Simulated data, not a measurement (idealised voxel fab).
Process module heading - voxel ribs on slabs
The cross-section shown here is cut; it is 190 nm wide and divided into square cells measuring 5 nm on a side.
Throughout this document, each cross-section is represented as a grid of square cells and is presented as a sequence of bands enumerated from the top downward, where a band comprises one or more rows of cells.
Band: top height; bottom height; in nm. Then, left to right: material with width in nm, for each material. "all across": a single material spanning edge to edge. "blank": empty space.
Heads up on the height convention: 0 is the point under which the incoming wafer is all one material, and the lowest band has no bottom, it just keeps going down, like "from 0 down".
When a width is written as two numbers, as in "30..40", the first number is the width in the top row of cells of the band and the second is the width in its bottom row, and the width changes by the same amount from each row to the next.
It should be understood that the words "nothing got changed", when stated for a given step, signify that the cross-section underwent no change in any of its cells during that step.
Voids, enclosed: empty space of 8 cells or more with no open way to the top, each as width x height at its distance from the left edge, in nm
Post-settings text on a step line: simulator's own remark regarding the step.
The setting "overlay nm" may be written on the line of a step. When the step uses a mask, the value reports how far to the right of the planned place the mask lay, and a negative value reports that it lay to the left.
-- plan
1,RECEIVE [material Si]
2,DIRECTIONAL_DEP [material SiO2] [thk nm 30]
3,DIRECTIONAL_DEP [material SiN] [thk nm 25]
4,MASKED_ETCH [tone cover] [mask id RIB] [width nm 20] [etch materials SiN] [depth nm 15] [overlay nm 0]
5,MASKED_ETCH [tone cover] [mask id SLAB] [width nm 50] [etch materials SiN] [depth nm 10] [overlay nm 0]
6,FILL_DEP [material SiO2] [thk nm 15]
7,CMP [height nm 65]
8,DIRECTIONAL_DEP [material TiN] [thk nm 10]
9,PATTERN [tone cover] [mask id HEATER] [material resist] [width nm 30] [thk nm 20] [overlay nm 0]
10,DIRECTIONAL_ETCH [etch materials TiN] [depth nm 10]
11,STRIP [etch materials resist]
12,CONFORMAL_DEP [material SiN] [thk nm 10]
-- Wafer cross-section on receipt, i.e. after step 1
from 0 down | Si all across
Voids, enclosed: none
-- Wafer cross-section at end of module: start and plan as shown above, one execution error
from 85 to 75 | blank 70 nm | SiN 50 nm | blank 70 nm
from 75 to 65 | SiN 80 nm | TiN 30 nm | SiN 80 nm
from 65 to 55 | SiO2 all across
from 55 to 40 | SiO2 85 nm | SiN 20 nm | SiO2 85 nm
from 40 to 30 | SiO2 65 nm | SiN 60 nm | SiO2 65 nm
from 30 to 0 | SiO2 all across
from 0 down | Si all across
Voids, enclosed: none
Diagnosis: the process deviated at step 5: the operation and settings actually run there were MASKED_ETCH [tone cover] [mask id SLAB] [width nm 60] [etch materials SiN] [depth nm 10] [overlay nm 0]
